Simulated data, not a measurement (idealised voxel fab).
process module | voxel air gaps
cross-section cut | 255 nm wide | cells 5 nm
A cross-section is a grid of square cells, given in bands from the top down. A band is one or more rows of cells.
Each band's line starts with the height of the band's top and of its bottom, in nm. Then come its materials from left to right, each with its width in nm. One material with "throughout" fills the band from edge to edge. "air" is empty space.
Height 0 is the level under which the wafer as received is all one material. The lowest band goes on downwards, as in "0 down".
A width such as "30 to 40" changes by the same amount from each row of cells to the next, from the band's top row to its bottom row.
"no change" after a step means that no cell of the cross-section changed.
closed voids: empty space of 8 cells or more with no open way to the top, each as width x height at its distance from the left edge, in nm
after a step's settings: what the simulator itself notes on the step
overlay nm, on a step with a mask: how far to the right of its planned place the mask lay; to the left if negative
plan
1 op RECEIVE | material Si
2 op CONFORMAL_DEP | material SiO2 | thk nm 15
3 op CONFORMAL_DEP | material SiN | thk nm 5
4 op DIRECTIONAL_DEP | material SiO2 | thk nm 35
5 op MASKED_ETCH | tone open | mask id LINES | width nm 15 | pitch nm 45 | etch materials SiO2 | depth nm 35 | overlay nm 0
6 op CONFORMAL_DEP | material TiN | thk nm 5
7 op FILL_DEP | material W | thk nm 10
8 op CMP | height nm 55
9 op EPI | material Ru | thk nm 10
10 op SELECTIVE_ETCH | etch materials SiO2 | depth nm 45
11 op CONFORMAL_DEP | material SiN | thk nm 5
first wafer, as planned
as received, after step 1
  0 down: Si throughout
  closed voids: none
after step 2
  15 to 0: SiO2 throughout
  below 0: unchanged
after step 3
  20 to 15: SiN throughout
  below 15: unchanged
after step 4
  55 to 20: SiO2 throughout
  below 20: unchanged
after step 5
  55 to 20: SiO2 50 | air 15 | SiO2 30 | air 15 | SiO2 30 | air 15 | SiO2 30 | air 15 | SiO2 55
  below 20: unchanged
after step 6
  60 to 55: TiN 55 | air 5 | TiN 40 | air 5 | TiN 40 | air 5 | TiN 40 | air 5 | TiN 60
  55 to 25: SiO2 50 | TiN 5 | air 5 | TiN 5 | SiO2 30 | TiN 5 | air 5 | TiN 5 | SiO2 30 | TiN 5 | air 5 | TiN 5 | SiO2 30 | TiN 5 | air 5 | TiN 5 | SiO2 55
  25 to 20: SiO2 50 | TiN 15 | SiO2 30 | TiN 15 | SiO2 30 | TiN 15 | SiO2 30 | TiN 15 | SiO2 55
  below 20: unchanged
after step 7
  70 to 60: W throughout
  60 to 55: TiN 55 | W 5 | TiN 40 | W 5 | TiN 40 | W 5 | TiN 40 | W 5 | TiN 60
  55 to 25: SiO2 50 | TiN 5 | W 5 | TiN 5 | SiO2 30 | TiN 5 | W 5 | TiN 5 | SiO2 30 | TiN 5 | W 5 | TiN 5 | SiO2 30 | TiN 5 | W 5 | TiN 5 | SiO2 55
  below 25: unchanged
after step 8
  55 to 25: SiO2 50 | TiN 5 | W 5 | TiN 5 | SiO2 30 | TiN 5 | W 5 | TiN 5 | SiO2 30 | TiN 5 | W 5 | TiN 5 | SiO2 30 | TiN 5 | W 5 | TiN 5 | SiO2 55
  below 25: unchanged
after step 9
  65 to 55: air 40 | Ru 35 | air 10 | Ru 35 | air 10 | Ru 35 | air 10 | Ru 35 | air 45
  below 55: unchanged
after step 10
  65 to 55: air 40 | Ru 35 | air 10 | Ru 35 | air 10 | Ru 35 | air 10 | Ru 35 | air 45
  55 to 25: air 50 | TiN 5 | W 5 | TiN 5 | air 30 | TiN 5 | W 5 | TiN 5 | air 30 | TiN 5 | W 5 | TiN 5 | air 30 | TiN 5 | W 5 | TiN 5 | air 55
  25 to 20: air 50 | TiN 15 | air 30 | TiN 15 | air 30 | TiN 15 | air 30 | TiN 15 | air 55
  below 20: unchanged
after step 11
  70 to 65: air 35 | SiN 180 | air 40
  65 to 55: air 35 | SiN 5 | Ru 35 | SiN 10 | Ru 35 | SiN 10 | Ru 35 | SiN 10 | Ru 35 | SiN 5 | air 40
  55 to 50: air 35 | SiN 15 | TiN 5 | W 5 | TiN 5 | SiN 30 | TiN 5 | W 5 | TiN 5 | SiN 30 | TiN 5 | W 5 | TiN 5 | SiN 30 | TiN 5 | W 5 | TiN 5 | SiN 15 | air 40
  50 to 25: air 45 | SiN 5 | TiN 5 | W 5 | TiN 5 | SiN 5 | air 20 | SiN 5 | TiN 5 | W 5 | TiN 5 | SiN 5 | air 20 | SiN 5 | TiN 5 | W 5 | TiN 5 | SiN 5 | air 20 | SiN 5 | TiN 5 | W 5 | TiN 5 | SiN 5 | air 50
  25 to 20: SiN 50 | TiN 15 | SiN 30 | TiN 15 | SiN 30 | TiN 15 | SiN 30 | TiN 15 | SiN 55
  below 20: unchanged
  closed voids: 20 x 25 at 70; 20 x 25 at 115; 20 x 25 at 160
second wafer: like start, like plan, one mistake. Through step 4 it matches the first wafer
when step 5 should have ended
  55 to 20: SiO2 50 | air 20 | SiO2 25 | air 20 | SiO2 25 | air 20 | SiO2 25 | air 20 | SiO2 50
  below 20: unchanged
when step 6 should have ended
  60 to 55: TiN 55 | air 10 | TiN 35 | air 10 | TiN 35 | air 10 | TiN 35 | air 10 | TiN 55
  55 to 25: SiO2 50 | TiN 5 | air 10 | TiN 5 | SiO2 25 | TiN 5 | air 10 | TiN 5 | SiO2 25 | TiN 5 | air 10 | TiN 5 | SiO2 25 | TiN 5 | air 10 | TiN 5 | SiO2 50
  25 to 20: SiO2 50 | TiN 20 | SiO2 25 | TiN 20 | SiO2 25 | TiN 20 | SiO2 25 | TiN 20 | SiO2 50
  below 20: unchanged
when step 7 should have ended
  70 to 60: W throughout
  60 to 55: TiN 55 | W 10 | TiN 35 | W 10 | TiN 35 | W 10 | TiN 35 | W 10 | TiN 55
  55 to 25: SiO2 50 | TiN 5 | W 10 | TiN 5 | SiO2 25 | TiN 5 | W 10 | TiN 5 | SiO2 25 | TiN 5 | W 10 | TiN 5 | SiO2 25 | TiN 5 | W 10 | TiN 5 | SiO2 50
  below 25: unchanged
when step 8 should have ended
  55 to 25: SiO2 50 | TiN 5 | W 10 | TiN 5 | SiO2 25 | TiN 5 | W 10 | TiN 5 | SiO2 25 | TiN 5 | W 10 | TiN 5 | SiO2 25 | TiN 5 | W 10 | TiN 5 | SiO2 50
  below 25: unchanged
when step 9 should have ended
  65 to 55: air 40 | Ru 40 | air 5 | Ru 40 | air 5 | Ru 40 | air 5 | Ru 40 | air 40
  below 55: unchanged
when step 10 should have ended
  65 to 55: air 40 | Ru 40 | air 5 | Ru 40 | air 5 | Ru 40 | air 5 | Ru 40 | air 40
  55 to 25: air 50 | TiN 5 | W 10 | TiN 5 | air 25 | TiN 5 | W 10 | TiN 5 | air 25 | TiN 5 | W 10 | TiN 5 | air 25 | TiN 5 | W 10 | TiN 5 | air 50
  25 to 20: air 50 | TiN 20 | air 25 | TiN 20 | air 25 | TiN 20 | air 25 | TiN 20 | air 50
  below 20: unchanged
when step 11 should have ended
  70 to 65: air 35 | SiN 185 | air 35
  65 to 55: air 35 | SiN 5 | Ru 40 | SiN 5 | Ru 40 | SiN 5 | Ru 40 | SiN 5 | Ru 40 | SiN 5 | air 35
  55 to 50: air 35 | SiN 15 | TiN 5 | W 10 | TiN 5 | SiN 25 | TiN 5 | W 10 | TiN 5 | SiN 25 | TiN 5 | W 10 | TiN 5 | SiN 25 | TiN 5 | W 10 | TiN 5 | SiN 15 | air 35
  50 to 25: air 45 | SiN 5 | TiN 5 | W 10 | TiN 5 | SiN 5 | air 15 | SiN 5 | TiN 5 | W 10 | TiN 5 | SiN 5 | air 15 | SiN 5 | TiN 5 | W 10 | TiN 5 | SiN 5 | air 15 | SiN 5 | TiN 5 | W 10 | TiN 5 | SiN 5 | air 45
  25 to 20: SiN 50 | TiN 20 | SiN 25 | TiN 20 | SiN 25 | TiN 20 | SiN 25 | TiN 20 | SiN 50
  below 20: unchanged
  closed voids: 15 x 25 at 75; 15 x 25 at 120; 15 x 25 at 165
what went wrong: step 5 ran as: op MASKED_ETCH | tone open | mask id LINES | width nm 20 | pitch nm 45 | etch materials SiO2 | depth nm 35 | overlay nm 0
at the end the second wafer has, in cells: 8 more of Ru | 12 fewer of SiN | 4 more of TiN | 24 more of W
